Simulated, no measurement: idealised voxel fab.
Documented hereafter: the process module known as voxel wiring stack.
FYI the section here is cut, 260 nm wide, cells are 5 nm squares.
When this document writes out a cross-section, it uses a grid of square cells and lists it as bands, beginning at the top and moving down, with a band standing for one or more rows of cells. The band entry comprises the height of the band's top followed by the height of its bottom, expressed in nm, and subsequently the band's materials from left to right, each stated together with its width in nm. Where a single material is marked with the word "all across", that material fills the band from edge to edge. The word "empty" represents empty space. Heads up on the height convention: 0 is the point under which the incoming wafer is all one material, and the lowest band has no bottom, it just keeps going down, like "0 down". It should be noted that a width expressed as "30 to 40" varies in equal increments from row to row of cells within the band, taking the value of the first number at the top row and that of the second number at the bottom row. Any step labelled "remained unchanged" changed none of the cells in the cross-section. If an empty space has no open way to the top and is at least 8 cells in size, "Enclosed empty spaces" lists it, written width x height at distance, where distance is measured from the left edge and every value is in nm. On each step's line, the part that comes after the settings is the simulator's own comment on the step. You can add "overlay nm" to a step's line. For a step with a mask, it describes how far the mask lay to the right of its planned position, and a negative number describes a lay to the left. Pairs, read this way: before one process step on the one hand, after it on the other, the after cross-section ending at the lowest band that changed; the step between, settings included, beneath. Same starting wafer throughout, but possibly different runs of this module, so no pair continues from the pair above unless its entry headed "Pre-step profile" says so.
Pre-step profile:
	105 to 80 | 60 of SiO2 | 20 of empty | 20 of SiO2 | 20 of empty | 20 of SiO2 | 20 of empty | 20 of SiO2 | 20 of empty | 60 of SiO2
	80 to 75 | 60 of SiN | 20 of empty | 20 of SiN | 20 of empty | 20 of SiN | 20 of empty | 20 of SiN | 20 of empty | 60 of SiN
	75 to 60 | 60 of SiO2 | 15 of Ru | 25 of SiO2 | 15 of Ru | 25 of SiO2 | 15 of Ru | 25 of SiO2 | 15 of Ru | 65 of SiO2
	60 to 55 | 60 of SiCN | 15 of Ru | 25 of SiCN | 15 of Ru | 25 of SiCN | 15 of Ru | 25 of SiCN | 15 of Ru | 65 of SiCN
	55 to 50 | Ru all across
	50 to 40 | Cu all across
	40 to 35 | 65 of TiN | 10 of Cu | 30 of TiN | 10 of Cu | 30 of TiN | 10 of Cu | 30 of TiN | 10 of Cu | 65 of TiN
	35 to 15 | 60 of lowk | 5 of TiN | 10 of Cu | 5 of TiN | 20 of lowk | 5 of TiN | 10 of Cu | 5 of TiN | 20 of lowk | 5 of TiN | 10 of Cu | 5 of TiN | 20 of lowk | 5 of TiN | 10 of Cu | 5 of TiN | 60 of lowk
	15 to 10 | 60 of SiN | 20 of TiN | 20 of SiN | 20 of TiN | 20 of SiN | 20 of TiN | 20 of SiN | 20 of TiN | 60 of SiN
	10 to 0 | SiO2 all across
	0 down | Si all across
	Enclosed empty spaces: none
Post-Step Snapshot:
	110 to 105 | 65 of TiN | 10 of empty | 30 of TiN | 10 of empty | 30 of TiN | 10 of empty | 30 of TiN | 10 of empty | 65 of TiN
	105 to 80 | 60 of SiO2 | 5 of TiN | 10 of empty | 5 of TiN | 20 of SiO2 | 5 of TiN | 10 of empty | 5 of TiN | 20 of SiO2 | 5 of TiN | 10 of empty | 5 of TiN | 20 of SiO2 | 5 of TiN | 10 of empty | 5 of TiN | 60 of SiO2
	80 to 75 | 60 of SiN | 20 of TiN | 20 of SiN | 20 of TiN | 20 of SiN | 20 of TiN | 20 of SiN | 20 of TiN | 60 of SiN
	At heights below 75, the structure remains unaltered.
	Enclosed empty spaces: none
Between the two cross-sections shown above, the process step is op CONFORMAL_DEP | material TiN | thk nm 5
Pre-step profile: The prior state of this step coincides with the post-step cross-section of the pair just above.
Post-Step Snapshot:
	115 to 110 | W all across
	110 to 105 | 65 of TiN | 10 of W | 30 of TiN | 10 of W | 30 of TiN | 10 of W | 30 of TiN | 10 of W | 65 of TiN
	105 to 80 | 60 of SiO2 | 5 of TiN | 10 of W | 5 of TiN | 20 of SiO2 | 5 of TiN | 10 of W | 5 of TiN | 20 of SiO2 | 5 of TiN | 10 of W | 5 of TiN | 20 of SiO2 | 5 of TiN | 10 of W | 5 of TiN | 60 of SiO2
	At heights below 80, the structure remains unaltered.
	Enclosed empty spaces: none
Between the two cross-sections shown above, the process step is op FILL_DEP | material W | thk nm 5
Pre-step profile: The prior state of this step coincides with the post-step cross-section of the pair just above.
Post-Step Snapshot:
	90 to 80 | 60 of SiO2 | 5 of TiN | 10 of W | 5 of TiN | 20 of SiO2 | 5 of TiN | 10 of W | 5 of TiN | 20 of SiO2 | 5 of TiN | 10 of W | 5 of TiN | 20 of SiO2 | 5 of TiN | 10 of W | 5 of TiN | 60 of SiO2
	At heights below 80, the structure remains unaltered.
	Enclosed empty spaces: none
Between the two cross-sections shown above, the process step is op CMP | height nm 90
Pre-step profile: The prior state of this step coincides with the post-step cross-section of the pair just above.
Post-Step Snapshot:
	95 to 90 | 55 of empty | 30 of Ru | 10 of empty | 30 of Ru | 10 of empty | 30 of Ru | 10 of empty | 30 of Ru | 55 of empty
	At heights below 90, the structure remains unaltered.
	Enclosed empty spaces: none
Between the two cross-sections shown above, the process step is op EPI | material Ru | thk nm 5
Pre-step profile: The prior state of this step coincides with the post-step cross-section of the pair just above.
Post-Step Snapshot:
	100 to 95 | SiCN all across
	95 to 90 | 55 of SiCN | 30 of Ru | 10 of SiCN | 30 of Ru | 10 of SiCN | 30 of Ru | 10 of SiCN | 30 of Ru | 55 of SiCN
	At heights below 90, the structure remains unaltered.
	Enclosed empty spaces: none
Between the two cross-sections shown above, the process step is op FILL_DEP | material SiCN | thk nm 5
Pre-step profile: The prior state of this step coincides with the post-step cross-section of the pair just above.
Post-Step Snapshot:
	135 to 100 | lowk all across
	At heights below 100, the structure remains unaltered.
	Enclosed empty spaces: none
Between the two cross-sections shown above, the process step is op DIRECTIONAL_DEP | material lowk | thk nm 35
Pre-step profile: The prior state of this step coincides with the post-step cross-section of the pair just above.
Post-Step Snapshot:
	135 to 115 | 60 of lowk | 20 of empty | 20 of lowk | 20 of empty | 20 of lowk | 20 of empty | 20 of lowk | 20 of empty | 60 of lowk
	At heights below 115, the structure remains unaltered.
	Enclosed empty spaces: none
Between the two cross-sections shown above, the process step is op MASKED_ETCH | tone open | mask id METAL_3 | width nm 20 | pitch nm 40 | etch materials lowk | depth nm 20 | overlay nm 0
Pre-step profile: The prior state of this step coincides with the post-step cross-section of the pair just above.
Post-Step Snapshot:
	150 to 135 | 60 of aC | 20 of empty | 20 of aC | 20 of empty | 20 of aC | 20 of empty | 20 of aC | 20 of empty | 60 of aC
	135 to 130 | 60 of lowk | 20 of empty | 20 of lowk | 20 of empty | 20 of lowk | 20 of empty | 20 of lowk | 20 of empty | 60 of lowk
	130 to 115 | 60 of lowk | 20 of aC | 20 of lowk | 20 of aC | 20 of lowk | 20 of aC | 20 of lowk | 20 of aC | 60 of lowk
	At heights below 115, the structure remains unaltered.
	Enclosed empty spaces: none
Between the two cross-sections shown above, the process step is op DIRECTIONAL_DEP | material aC | thk nm 15
Pre-step profile: The prior state of this step coincides with the post-step cross-section of the pair just above.
Post-Step Snapshot:
	185 to 150 | 60 of resist | 15 of empty | 65 of resist | 15 of empty | 105 of resist
	150 to 135 | 60 of aC | 15 of empty | 5 of resist | 20 of aC | 20 of resist | 20 of aC | 15 of empty | 5 of resist | 20 of aC | 20 of resist | 60 of aC
	135 to 130 | 60 of lowk | 15 of empty | 5 of resist | 20 of lowk | 20 of resist | 20 of lowk | 15 of empty | 5 of resist | 20 of lowk | 20 of resist | 60 of lowk
	At heights below 130, the structure remains unaltered.
	Enclosed empty spaces: none
Between the two cross-sections shown above, the process step is op PATTERN | tone open | mask id METAL_3_HOLES | material resist | width nm 15 | pitch nm 80 | thk nm 35 | overlay nm 0
Pre-step profile: The prior state of this step coincides with the post-step cross-section of the pair just above.
Post-Step Snapshot:
	170 to 150 | 60 of resist | 15 of empty | 65 of resist | 15 of empty | 105 of resist
	150 to 135 | 60 of aC | 15 of empty | 5 of resist | 20 of aC | 20 of resist | 20 of aC | 15 of empty | 5 of resist | 20 of aC | 20 of resist | 60 of aC
	135 to 130 | 60 of lowk | 15 of empty | 5 of resist | 20 of lowk | 20 of resist | 20 of lowk | 15 of empty | 5 of resist | 20 of lowk | 20 of resist | 60 of lowk
	130 to 115 | 60 of lowk | 15 of empty | 5 of aC | 20 of lowk | 20 of aC | 20 of lowk | 15 of empty | 5 of aC | 20 of lowk | 20 of aC | 60 of lowk
	At heights below 115, the structure remains unaltered.
	Enclosed empty spaces: none
Between the two cross-sections shown above, the process step is op DIRECTIONAL_ETCH | etch materials aC | depth nm 15
Pre-step profile: The prior state of this step coincides with the post-step cross-section of the pair just above.
Post-Step Snapshot:
	150 to 135 | 60 of aC | 20 of empty | 20 of aC | 20 of empty | 20 of aC | 20 of empty | 20 of aC | 20 of empty | 60 of aC
	135 to 130 | 60 of lowk | 20 of empty | 20 of lowk | 20 of empty | 20 of lowk | 20 of empty | 20 of lowk | 20 of empty | 60 of lowk
	At heights below 130, the structure remains unaltered.
	Enclosed empty spaces: none
Between the two cross-sections shown above, the process step is op STRIP | etch materials resist
Pre-step profile: The prior state of this step coincides with the post-step cross-section of the pair just above.
Post-Step Snapshot:
	150 to 135 | 60 of aC | 20 of empty | 20 of aC | 20 of empty | 20 of aC | 20 of empty | 20 of aC | 20 of empty | 60 of aC
	135 to 130 | 60 of lowk | 20 of empty | 20 of lowk | 20 of empty | 20 of lowk | 20 of empty | 20 of lowk | 20 of empty | 60 of lowk
	130 to 115 | 60 of lowk | 15 of empty | 5 of aC | 20 of lowk | 20 of aC | 20 of lowk | 15 of empty | 5 of aC | 20 of lowk | 20 of aC | 60 of lowk
	115 to 100 | 60 of lowk | 15 of empty | 65 of lowk | 15 of empty | 105 of lowk
	At heights below 100, the structure remains unaltered.
	Enclosed empty spaces: none
Between the two cross-sections shown above, the process step is op DIRECTIONAL_ETCH | etch materials lowk | depth nm 15
Pre-step profile: The prior state of this step coincides with the post-step cross-section of the pair just above.
Post-Step Snapshot:
	150 to 135 | 60 of aC | 20 of empty | 20 of aC | 20 of empty | 20 of aC | 20 of empty | 20 of aC | 20 of empty | 60 of aC
	135 to 130 | 60 of lowk | 20 of empty | 20 of lowk | 20 of empty | 20 of lowk | 20 of empty | 20 of lowk | 20 of empty | 60 of lowk
	130 to 115 | 60 of lowk | 15 of empty | 5 of aC | 20 of lowk | 20 of aC | 20 of lowk | 15 of empty | 5 of aC | 20 of lowk | 20 of aC | 60 of lowk
	115 to 100 | 60 of lowk | 15 of empty | 65 of lowk | 15 of empty | 105 of lowk
	100 to 95 | 60 of SiCN | 15 of empty | 65 of SiCN | 15 of empty | 105 of SiCN
	At heights below 95, the structure remains unaltered.
	Enclosed empty spaces: none
Between the two cross-sections shown above, the process step is op DIRECTIONAL_ETCH | etch materials SiCN | depth nm 5
Pre-step profile: The prior state of this step coincides with the post-step cross-section of the pair just above.
Post-Step Snapshot:
	135 to 115 | 60 of lowk | 20 of empty | 20 of lowk | 20 of empty | 20 of lowk | 20 of empty | 20 of lowk | 20 of empty | 60 of lowk
	At heights below 115, the structure remains unaltered.
	Enclosed empty spaces: none
Between the two cross-sections shown above, the process step is op STRIP | etch materials aC
Pre-step profile: The prior state of this step coincides with the post-step cross-section of the pair just above.
Post-Step Snapshot:
	140 to 135 | 65 of TiN | 10 of empty | 30 of TiN | 10 of empty | 30 of TiN | 10 of empty | 30 of TiN | 10 of empty | 65 of TiN
	135 to 120 | 60 of lowk | 5 of TiN | 10 of empty | 5 of TiN | 20 of lowk | 5 of TiN | 10 of empty | 5 of TiN | 20 of lowk | 5 of TiN | 10 of empty | 5 of TiN | 20 of lowk | 5 of TiN | 10 of empty | 5 of TiN | 60 of lowk
	120 to 115 | 60 of lowk | 5 of TiN | 5 of empty | 10 of TiN | 20 of lowk | 20 of TiN | 20 of lowk | 5 of TiN | 5 of empty | 10 of TiN | 20 of lowk | 20 of TiN | 60 of lowk
	115 to 100 | 60 of lowk | 5 of TiN | 5 of empty | 5 of TiN | 65 of lowk | 5 of TiN | 5 of empty | 5 of TiN | 105 of lowk
	100 to 95 | 60 of SiCN | 15 of TiN | 65 of SiCN | 15 of TiN | 105 of SiCN
	At heights below 95, the structure remains unaltered.
	Enclosed empty spaces: none
Between the two cross-sections shown above, the process step is op CONFORMAL_DEP | material TiN | thk nm 5
Pre-step profile: The prior state of this step coincides with the post-step cross-section of the pair just above.
Post-Step Snapshot:
	150 to 140 | Ru all across
	140 to 135 | 65 of TiN | 10 of Ru | 30 of TiN | 10 of Ru | 30 of TiN | 10 of Ru | 30 of TiN | 10 of Ru | 65 of TiN
	135 to 120 | 60 of lowk | 5 of TiN | 10 of Ru | 5 of TiN | 20 of lowk | 5 of TiN | 10 of Ru | 5 of TiN | 20 of lowk | 5 of TiN | 10 of Ru | 5 of TiN | 20 of lowk | 5 of TiN | 10 of Ru | 5 of TiN | 60 of lowk
	120 to 115 | 60 of lowk | 5 of TiN | 5 of Ru | 10 of TiN | 20 of lowk | 20 of TiN | 20 of lowk | 5 of TiN | 5 of Ru | 10 of TiN | 20 of lowk | 20 of TiN | 60 of lowk
	115 to 100 | 60 of lowk | 5 of TiN | 5 of Ru | 5 of TiN | 65 of lowk | 5 of TiN | 5 of Ru | 5 of TiN | 105 of lowk
	At heights below 100, the structure remains unaltered.
	Enclosed empty spaces: none
Between the two cross-sections shown above, the process step is op FILL_DEP | material Ru | thk nm 10
Pre-step profile: The prior state of this step coincides with the post-step cross-section of the pair just above.
Post-Step Snapshot:
	135 to 120 | 60 of lowk | 5 of TiN | 10 of Ru | 5 of TiN | 20 of lowk | 5 of TiN | 10 of Ru | 5 of TiN | 20 of lowk | 5 of TiN | 10 of Ru | 5 of TiN | 20 of lowk | 5 of TiN | 10 of Ru | 5 of TiN | 60 of lowk
	At heights below 120, the structure remains unaltered.
	Enclosed empty spaces: none
Between the two cross-sections shown above, the process step is op CMP | height nm 135
Pre-step profile: The prior state of this step coincides with the post-step cross-section of the pair just above.
Post-Step Snapshot:
	140 to 135 | SiCN all across
	At heights below 135, the structure remains unaltered.
	Enclosed empty spaces: none
Between the two cross-sections shown above, the process step is op CONFORMAL_DEP | material SiCN | thk nm 5
Pre-step profile:
	135 to 115 | 60 of lowk | 20 of empty | 20 of lowk | 20 of empty | 20 of lowk | 20 of empty | 20 of lowk | 20 of empty | 60 of lowk
	115 to 100 | lowk all across
	100 to 95 | SiCN all across
	95 to 90 | 55 of SiCN | 30 of Ru | 10 of SiCN | 30 of Ru | 10 of SiCN | 30 of Ru | 10 of SiCN | 30 of Ru | 55 of SiCN
	90 to 65 | 60 of SiO2 | 5 of TiN | 10 of W | 5 of TiN | 20 of SiO2 | 5 of TiN | 10 of W | 5 of TiN | 20 of SiO2 | 5 of TiN | 10 of W | 5 of TiN | 20 of SiO2 | 5 of TiN | 10 of W | 5 of TiN | 60 of SiO2
	65 to 60 | 60 of SiN | 20 of TiN | 20 of SiN | 20 of TiN | 20 of SiN | 20 of TiN | 20 of SiN | 20 of TiN | 60 of SiN
	60 to 45 | 60 of SiO2 | 15 of Ru | 25 of SiO2 | 15 of Ru | 25 of SiO2 | 15 of Ru | 25 of SiO2 | 15 of Ru | 65 of SiO2
	45 to 35 | 60 to 55 of SiCN | 15 to 30 of Ru | 25 to 10 of SiCN | 15 to 30 of Ru | 25 to 10 of SiCN | 15 to 30 of Ru | 25 to 10 of SiCN | 15 to 30 of Ru | 65 to 55 of SiCN
	35 to 15 | 60 of lowk | 5 of TiN | 10 of Cu | 5 of TiN | 20 of lowk | 5 of TiN | 10 of Cu | 5 of TiN | 20 of lowk | 5 of TiN | 10 of Cu | 5 of TiN | 20 of lowk | 5 of TiN | 10 of Cu | 5 of TiN | 60 of lowk
	15 to 10 | 60 of SiN | 20 of TiN | 20 of SiN | 20 of TiN | 20 of SiN | 20 of TiN | 20 of SiN | 20 of TiN | 60 of SiN
	10 to 0 | SiO2 all across
	0 down | Si all across
	Enclosed empty spaces: none
Post-Step Snapshot:
	135 to 100 | 60 of lowk | 20 of empty | 20 of lowk | 20 of empty | 20 of lowk | 20 of empty | 20 of lowk | 20 of empty | 60 of lowk
	At heights below 100, the structure remains unaltered.
	Enclosed empty spaces: none
Between the two cross-sections shown above, the process step is op MASKED_ETCH | tone open | mask id METAL_3 | width nm 20 | pitch nm 40 | etch materials lowk | depth nm 20 | overlay nm 0
Pre-step profile: The prior state of this step coincides with the post-step cross-section of the pair just above.
Post-Step Snapshot:
	150 to 135 | 60 of aC | 20 of empty | 20 of aC | 20 of empty | 20 of aC | 20 of empty | 20 of aC | 20 of empty | 60 of aC
	135 to 115 | 60 of lowk | 20 of empty | 20 of lowk | 20 of empty | 20 of lowk | 20 of empty | 20 of lowk | 20 of empty | 60 of lowk
	115 to 100 | 60 of lowk | 20 of aC | 20 of lowk | 20 of aC | 20 of lowk | 20 of aC | 20 of lowk | 20 of aC | 60 of lowk
	At heights below 100, the structure remains unaltered.
	Enclosed empty spaces: none
Between the two cross-sections shown above, the process step is op DIRECTIONAL_DEP | material aC | thk nm 15
Pre-step profile: The prior state of this step coincides with the post-step cross-section of the pair just above.
Post-Step Snapshot:
	185 to 150 | 60 of resist | 15 of empty | 65 of resist | 15 of empty | 105 of resist
	150 to 135 | 60 of aC | 15 of empty | 5 of resist | 20 of aC | 20 of resist | 20 of aC | 15 of empty | 5 of resist | 20 of aC | 20 of resist | 60 of aC
	135 to 115 | 60 of lowk | 15 of empty | 5 of resist | 20 of lowk | 20 of resist | 20 of lowk | 15 of empty | 5 of resist | 20 of lowk | 20 of resist | 60 of lowk
	At heights below 115, the structure remains unaltered.
	Enclosed empty spaces: none
Between the two cross-sections shown above, the process step is op PATTERN | tone open | mask id METAL_3_HOLES | material resist | width nm 15 | pitch nm 80 | thk nm 35 | overlay nm 0
Pre-step profile: The prior state of this step coincides with the post-step cross-section of the pair just above.
Post-Step Snapshot:
	170 to 150 | 60 of resist | 15 of empty | 65 of resist | 15 of empty | 105 of resist
	150 to 135 | 60 of aC | 15 of empty | 5 of resist | 20 of aC | 20 of resist | 20 of aC | 15 of empty | 5 of resist | 20 of aC | 20 of resist | 60 of aC
	135 to 115 | 60 of lowk | 15 of empty | 5 of resist | 20 of lowk | 20 of resist | 20 of lowk | 15 of empty | 5 of resist | 20 of lowk | 20 of resist | 60 of lowk
	115 to 100 | 60 of lowk | 15 of empty | 5 of aC | 20 of lowk | 20 of aC | 20 of lowk | 15 of empty | 5 of aC | 20 of lowk | 20 of aC | 60 of lowk
	At heights below 100, the structure remains unaltered.
	Enclosed empty spaces: none
Between the two cross-sections shown above, the process step is op DIRECTIONAL_ETCH | etch materials aC | depth nm 15
Pre-step profile: The prior state of this step coincides with the post-step cross-section of the pair just above.
Post-Step Snapshot:
	150 to 135 | 60 of aC | 20 of empty | 20 of aC | 20 of empty | 20 of aC | 20 of empty | 20 of aC | 20 of empty | 60 of aC
	135 to 115 | 60 of lowk | 20 of empty | 20 of lowk | 20 of empty | 20 of lowk | 20 of empty | 20 of lowk | 20 of empty | 60 of lowk
	At heights below 115, the structure remains unaltered.
	Enclosed empty spaces: none
Between the two cross-sections shown above, the process step is op STRIP | etch materials resist
Pre-step profile: The prior state of this step coincides with the post-step cross-section of the pair just above.
Post-Step Snapshot:
	150 to 135 | 60 of aC | 20 of empty | 20 of aC | 20 of empty | 20 of aC | 20 of empty | 20 of aC | 20 of empty | 60 of aC
	135 to 115 | 60 of lowk | 20 of empty | 20 of lowk | 20 of empty | 20 of lowk | 20 of empty | 20 of lowk | 20 of empty | 60 of lowk
	115 to 100 | 60 of lowk | 15 of empty | 5 of aC | 20 of lowk | 20 of aC | 20 of lowk | 15 of empty | 5 of aC | 20 of lowk | 20 of aC | 60 of lowk
	100 to 95 | 60 of SiCN | 15 of empty | 65 of SiCN | 15 of empty | 105 of SiCN
	At heights below 95, the structure remains unaltered.
	Enclosed empty spaces: none
Between the two cross-sections shown above, the process step is op DIRECTIONAL_ETCH | etch materials SiCN | depth nm 5
Pre-step profile: The prior state of this step coincides with the post-step cross-section of the pair just above.
Post-Step Snapshot:
	135 to 100 | 60 of lowk | 20 of empty | 20 of lowk | 20 of empty | 20 of lowk | 20 of empty | 20 of lowk | 20 of empty | 60 of lowk
	At heights below 100, the structure remains unaltered.
	Enclosed empty spaces: none
Between the two cross-sections shown above, the process step is op STRIP | etch materials aC
Pre-step profile: The prior state of this step coincides with the post-step cross-section of the pair just above.
Post-Step Snapshot:
	140 to 135 | 65 of TiN | 10 of empty | 30 of TiN | 10 of empty | 30 of TiN | 10 of empty | 30 of TiN | 10 of empty | 65 of TiN
	135 to 105 | 60 of lowk | 5 of TiN | 10 of empty | 5 of TiN | 20 of lowk | 5 of TiN | 10 of empty | 5 of TiN | 20 of lowk | 5 of TiN | 10 of empty | 5 of TiN | 20 of lowk | 5 of TiN | 10 of empty | 5 of TiN | 60 of lowk
	105 to 100 | 60 of lowk | 5 of TiN | 5 of empty | 10 of TiN | 20 of lowk | 20 of TiN | 20 of lowk | 5 of TiN | 5 of empty | 10 of TiN | 20 of lowk | 20 of TiN | 60 of lowk
	100 to 95 | 60 of SiCN | 15 of TiN | 65 of SiCN | 15 of TiN | 105 of SiCN
	At heights below 95, the structure remains unaltered.
	Enclosed empty spaces: none
Between the two cross-sections shown above, the process step is op CONFORMAL_DEP | material TiN | thk nm 5
Pre-step profile: The prior state of this step coincides with the post-step cross-section of the pair just above.
Post-Step Snapshot:
	150 to 140 | Ru all across
	140 to 135 | 65 of TiN | 10 of Ru | 30 of TiN | 10 of Ru | 30 of TiN | 10 of Ru | 30 of TiN | 10 of Ru | 65 of TiN
	135 to 105 | 60 of lowk | 5 of TiN | 10 of Ru | 5 of TiN | 20 of lowk | 5 of TiN | 10 of Ru | 5 of TiN | 20 of lowk | 5 of TiN | 10 of Ru | 5 of TiN | 20 of lowk | 5 of TiN | 10 of Ru | 5 of TiN | 60 of lowk
	105 to 100 | 60 of lowk | 5 of TiN | 5 of Ru | 10 of TiN | 20 of lowk | 20 of TiN | 20 of lowk | 5 of TiN | 5 of Ru | 10 of TiN | 20 of lowk | 20 of TiN | 60 of lowk
	At heights below 100, the structure remains unaltered.
	Enclosed empty spaces: none
Between the two cross-sections shown above, the process step is op FILL_DEP | material Ru | thk nm 10
Pre-step profile: The prior state of this step coincides with the post-step cross-section of the pair just above.
Post-Step Snapshot:
	135 to 105 | 60 of lowk | 5 of TiN | 10 of Ru | 5 of TiN | 20 of lowk | 5 of TiN | 10 of Ru | 5 of TiN | 20 of lowk | 5 of TiN | 10 of Ru | 5 of TiN | 20 of lowk | 5 of TiN | 10 of Ru | 5 of TiN | 60 of lowk
	At heights below 105, the structure remains unaltered.
	Enclosed empty spaces: none
Between the two cross-sections shown above, the process step is op CMP | height nm 135
Pre-step profile: The prior state of this step coincides with the post-step cross-section of the pair just above.
Post-Step Snapshot:
	140 to 135 | SiCN all across
	At heights below 135, the structure remains unaltered.
	Enclosed empty spaces: none
Between the two cross-sections shown above, the process step is op CONFORMAL_DEP | material SiCN | thk nm 5
Pre-step profile:
	0 down | Si all across
	Enclosed empty spaces: none
Post-Step Snapshot:
	5 to 0 | SiN all across
	At heights below 0, the structure remains unaltered.
	Enclosed empty spaces: none
Between the two cross-sections shown above, the process step is op CONFORMAL_DEP | material SiN | thk nm 5
Pre-step profile: The prior state of this step coincides with the post-step cross-section of the pair just above.
Post-Step Snapshot:
	15 to 5 | SiO2 all across
	At heights below 5, the structure remains unaltered.
	Enclosed empty spaces: none
Between the two cross-sections shown above, the process step is op CONFORMAL_DEP | material SiO2 | thk nm 10
Pre-step profile: The prior state of this step coincides with the post-step cross-section of the pair just above.
Post-Step Snapshot:
	35 to 15 | lowk all across
	At heights below 15, the structure remains unaltered.
	Enclosed empty spaces: none
Between the two cross-sections shown above, the process step is op DIRECTIONAL_DEP | material lowk | thk nm 20
Pre-step profile: The prior state of this step coincides with the post-step cross-section of the pair just above.
Post-Step Snapshot:
	50 to 35 | 60 of resist | 20 of empty | 20 of resist | 20 of empty | 20 of resist | 20 of empty | 20 of resist | 20 of empty | 60 of resist
	At heights below 35, the structure remains unaltered.
	Enclosed empty spaces: none
Between the two cross-sections shown above, the process step is op PATTERN | tone open | mask id METAL_1 | material resist | width nm 20 | pitch nm 40 | thk nm 15 | overlay nm 0
Pre-step profile: The prior state of this step coincides with the post-step cross-section of the pair just above.
Post-Step Snapshot:
	50 to 35 | 60 of resist | 20 of empty | 20 of resist | 20 of empty | 20 of resist | 20 of empty | 20 of resist | 20 of empty | 60 of resist
	35 to 15 | 60 of lowk | 20 of empty | 20 of lowk | 20 of empty | 20 of lowk | 20 of empty | 20 of lowk | 20 of empty | 60 of lowk
	At heights below 15, the structure remains unaltered.
	Enclosed empty spaces: none
Between the two cross-sections shown above, the process step is op DIRECTIONAL_ETCH | etch materials lowk | depth nm 20
Pre-step profile: The prior state of this step coincides with the post-step cross-section of the pair just above.
Post-Step Snapshot:
	35 to 15 | 60 of lowk | 20 of empty | 20 of lowk | 20 of empty | 20 of lowk | 20 of empty | 20 of lowk | 20 of empty | 60 of lowk
	At heights below 15, the structure remains unaltered.
	Enclosed empty spaces: none
Between the two cross-sections shown above, the process step is op STRIP | etch materials resist
Pre-step profile: The prior state of this step coincides with the post-step cross-section of the pair just above.
Post-Step Snapshot:
	40 to 35 | 65 of TiN | 10 of empty | 30 of TiN | 10 of empty | 30 of TiN | 10 of empty | 30 of TiN | 10 of empty | 65 of TiN
	35 to 20 | 60 of lowk | 5 of TiN | 10 of empty | 5 of TiN | 20 of lowk | 5 of TiN | 10 of empty | 5 of TiN | 20 of lowk | 5 of TiN | 10 of empty | 5 of TiN | 20 of lowk | 5 of TiN | 10 of empty | 5 of TiN | 60 of lowk
	20 to 15 | 60 of lowk | 20 of TiN | 20 of lowk | 20 of TiN | 20 of lowk | 20 of TiN | 20 of lowk | 20 of TiN | 60 of lowk
	At heights below 15, the structure remains unaltered.
	Enclosed empty spaces: none
Between the two cross-sections shown above, the process step is op CONFORMAL_DEP | material TiN | thk nm 5
Pre-step profile: The prior state of this step coincides with the post-step cross-section of the pair just above.
Post-Step Snapshot:
	50 to 40 | Cu all across
	40 to 35 | 65 of TiN | 10 of Cu | 30 of TiN | 10 of Cu | 30 of TiN | 10 of Cu | 30 of TiN | 10 of Cu | 65 of TiN
	35 to 20 | 60 of lowk | 5 of TiN | 10 of Cu | 5 of TiN | 20 of lowk | 5 of TiN | 10 of Cu | 5 of TiN | 20 of lowk | 5 of TiN | 10 of Cu | 5 of TiN | 20 of lowk | 5 of TiN | 10 of Cu | 5 of TiN | 60 of lowk
	At heights below 20, the structure remains unaltered.
	Enclosed empty spaces: none
Between the two cross-sections shown above, the process step is op FILL_DEP | material Cu | thk nm 10
Pre-step profile: The prior state of this step coincides with the post-step cross-section of the pair just above.
Post-Step Snapshot:
	35 to 20 | 60 of lowk | 5 of TiN | 10 of Cu | 5 of TiN | 20 of lowk | 5 of TiN | 10 of Cu | 5 of TiN | 20 of lowk | 5 of TiN | 10 of Cu | 5 of TiN | 20 of lowk | 5 of TiN | 10 of Cu | 5 of TiN | 60 of lowk
	At heights below 20, the structure remains unaltered.
	Enclosed empty spaces: none
Between the two cross-sections shown above, the process step is op CMP | height nm 35
Pre-step profile: The prior state of this step coincides with the post-step cross-section of the pair just above.
Post-Step Snapshot:
	40 to 35 | 55 of empty | 30 of Ru | 10 of empty | 30 of Ru | 10 of empty | 30 of Ru | 10 of empty | 30 of Ru | 55 of empty
	At heights below 35, the structure remains unaltered.
	Enclosed empty spaces: none
Between the two cross-sections shown above, the process step is op EPI | material Ru | thk nm 5
Pre-step profile: The prior state of this step coincides with the post-step cross-section of the pair just above.
Post-Step Snapshot:
	45 to 40 | SiCN all across
	40 to 35 | 55 of SiCN | 30 of Ru | 10 of SiCN | 30 of Ru | 10 of SiCN | 30 of Ru | 10 of SiCN | 30 of Ru | 55 of SiCN
	At heights below 35, the structure remains unaltered.
	Enclosed empty spaces: none
Between the two cross-sections shown above, the process step is op FILL_DEP | material SiCN | thk nm 5
Pre-step profile: The prior state of this step coincides with the post-step cross-section of the pair just above.
Post-Step Snapshot:
	60 to 45 | SiO2 all across
	At heights below 45, the structure remains unaltered.
	Enclosed empty spaces: none
Between the two cross-sections shown above, the process step is op DIRECTIONAL_DEP | material SiO2 | thk nm 15
Pre-step profile: The prior state of this step coincides with the post-step cross-section of the pair just above.
Post-Step Snapshot:
	60 to 45 | 60 of SiO2 | 15 of empty | 25 of SiO2 | 15 of empty | 25 of SiO2 | 15 of empty | 25 of SiO2 | 15 of empty | 65 of SiO2
	At heights below 45, the structure remains unaltered.
	Enclosed empty spaces: none
Between the two cross-sections shown above, the process step is op MASKED_ETCH | tone open | mask id PLUG_1 | width nm 15 | pitch nm 40 | etch materials SiO2 | depth nm 15 | overlay nm 0
Pre-step profile: The prior state of this step coincides with the post-step cross-section of the pair just above.
Post-Step Snapshot:
	60 to 45 | 60 of SiO2 | 15 of empty | 25 of SiO2 | 15 of empty | 25 of SiO2 | 15 of empty | 25 of SiO2 | 15 of empty | 65 of SiO2
	45 to 40 | 60 of SiCN | 15 of empty | 25 of SiCN | 15 of empty | 25 of SiCN | 15 of empty | 25 of SiCN | 15 of empty | 65 of SiCN
	At heights below 40, the structure remains unaltered.
	Enclosed empty spaces: none
Between the two cross-sections shown above, the process step is op MASKED_ETCH | tone open | mask id PLUG_1 | width nm 15 | pitch nm 40 | etch materials SiCN | depth nm 5 | overlay nm 0
Pre-step profile: The prior state of this step coincides with the post-step cross-section of the pair just above.
Post-Step Snapshot:
	60 to 50 | 60 of SiO2 | 15 of empty | 25 of SiO2 | 15 of empty | 25 of SiO2 | 15 of empty | 25 of SiO2 | 15 of empty | 65 of SiO2
	50 to 45 | 60 of SiO2 | 15 of Ru | 25 of SiO2 | 15 of Ru | 25 of SiO2 | 15 of Ru | 25 of SiO2 | 15 of Ru | 65 of SiO2
	45 to 35 | 60 to 55 of SiCN | 15 to 30 of Ru | 25 to 10 of SiCN | 15 to 30 of Ru | 25 to 10 of SiCN | 15 to 30 of Ru | 25 to 10 of SiCN | 15 to 30 of Ru | 65 to 55 of SiCN
	At heights below 35, the structure remains unaltered.
	Enclosed empty spaces: none
Between the two cross-sections shown above, the process step is op EPI | material Ru | thk nm 10
